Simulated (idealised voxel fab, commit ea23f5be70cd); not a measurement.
Title: Process Module voxel air gaps
We display cut, a cross-section 175 nm in width whose square cells are each 5 nm.
A cross-section is written here as square cells arranged in a grid, and it is given in bands from the top down, each band taking up one or more rows of cells. A band entry consists of two parts. The first gives the height of the band's top and the height of its bottom, in nm. The rest lists the band's materials from left to right, each with its width in nm. A single material labelled with the word "edge to edge" fills the band from edge to edge, and the word "empty" marks empty space. Counting heights begins at 0, where everything beneath is, in the wafer as received, one material. The lowest band has no bottom; it goes on downwards, as "0 and below" shows. The notation "30->40" denotes a width that varies across the rows of cells in the band, beginning at the first number in the top row, finishing at the second number in the bottom row, and changing by an identical amount from each row to the next. Step note "nothing different" = no cross-section cell changed. The label "Trapped void list" introduces a list of the empty spaces, 8 cells or larger, that have no open way up to the top; each entry in it reads width x height at distance, where the distance is taken from the left edge and all three are stated in nm. after a step's settings: what the simulator itself notes on the step. overlay nm: for a step with a mask, the amount by which the mask lay right of where it was planned; a negative amount means left of it.
Set out below are the planned steps of the process
1,RECEIVE [material Si]
2,CONFORMAL_DEP [material SiO2] [thk nm 15]
3,CONFORMAL_DEP [material SiCN] [thk nm 5]
4,DIRECTIONAL_DEP [material lowk] [thk nm 35]
5,DIRECTIONAL_DEP [material aC] [thk nm 15]
6,PATTERN [tone open] [mask id LINES] [material resist] [width nm 20] [pitch nm 50] [thk nm 35] [overlay nm 0]
7,DIRECTIONAL_ETCH [etch materials aC] [depth nm 15]
8,STRIP [etch materials resist]
9,DIRECTIONAL_ETCH [etch materials lowk] [depth nm 35]
10,STRIP [etch materials aC]
11,CONFORMAL_DEP [material TiN] [thk nm 5]
12,FILL_DEP [material W] [thk nm 10]
13,CMP [height nm 55]
14,EPI [material Ru] [thk nm 10]
15,SELECTIVE_ETCH [etch materials lowk] [depth nm 45]
16,CONFORMAL_DEP [material SiCN] [thk nm 5]
This is the cross-section of the wafer as we received it, i.e. after step 1
* 0 and below: Si edge to edge
* Trapped void list: none
Cross-section: first of two wafers, module finished, run according to plan
* 70 down to 65: empty: 10; SiCN: 150; empty: 15
* 65 down to 55: empty: 10; SiCN: 5; Ru: 40; SiCN: 10; Ru: 40; SiCN: 10; Ru: 40; SiCN: 5; empty: 15
* 55 down to 50: empty: 10; SiCN: 15; TiN: 5; W: 10; TiN: 5; SiCN: 30; TiN: 5; W: 10; TiN: 5; SiCN: 30; TiN: 5; W: 10; TiN: 5; SiCN: 15; empty: 15
* 50 down to 25: empty: 20; SiCN: 5; TiN: 5; W: 10; TiN: 5; SiCN: 5; empty: 20; SiCN: 5; TiN: 5; W: 10; TiN: 5; SiCN: 5; empty: 20; SiCN: 5; TiN: 5; W: 10; TiN: 5; SiCN: 5; empty: 25
* 25 down to 20: SiCN: 25; TiN: 20; SiCN: 30; TiN: 20; SiCN: 30; TiN: 20; SiCN: 30
* 20 down to 15: SiCN edge to edge
* 15 down to 0: SiO2 edge to edge
* 0 and below: Si edge to edge
* Trapped void list: 20 x 25 at 50; 20 x 25 at 100
Cross-sectional view of the second of two wafers upon completion of the module. This wafer shared its starting condition and process plan with the first; one error was made during its execution
* 70 down to 65: empty: 5; SiCN: 150; empty: 20
* 65 down to 55: empty: 5; SiCN: 5; Ru: 40; SiCN: 10; Ru: 40; SiCN: 10; Ru: 40; SiCN: 5; empty: 20
* 55 down to 50: empty: 5; SiCN: 15; TiN: 5; W: 10; TiN: 5; SiCN: 30; TiN: 5; W: 10; TiN: 5; SiCN: 30; TiN: 5; W: 10; TiN: 5; SiCN: 15; empty: 20
* 50 down to 25: empty: 15; SiCN: 5; TiN: 5; W: 10; TiN: 5; SiCN: 5; empty: 20; SiCN: 5; TiN: 5; W: 10; TiN: 5; SiCN: 5; empty: 20; SiCN: 5; TiN: 5; W: 10; TiN: 5; SiCN: 5; empty: 30
* 25 down to 20: SiCN: 20; TiN: 20; SiCN: 30; TiN: 20; SiCN: 30; TiN: 20; SiCN: 35
* 20 down to 15: SiCN edge to edge
* 15 down to 0: SiO2 edge to edge
* 0 and below: Si edge to edge
* Trapped void list: 20 x 25 at 45; 20 x 25 at 95
So what did we get wrong on this run? step 6 went in with a setting other than planned; the actual run was PATTERN [tone open] [mask id LINES] [material resist] [width nm 20] [pitch nm 50] [thk nm 35] [overlay nm -5]
End check, second vs first wafer: material counts in cells match, positions do not.
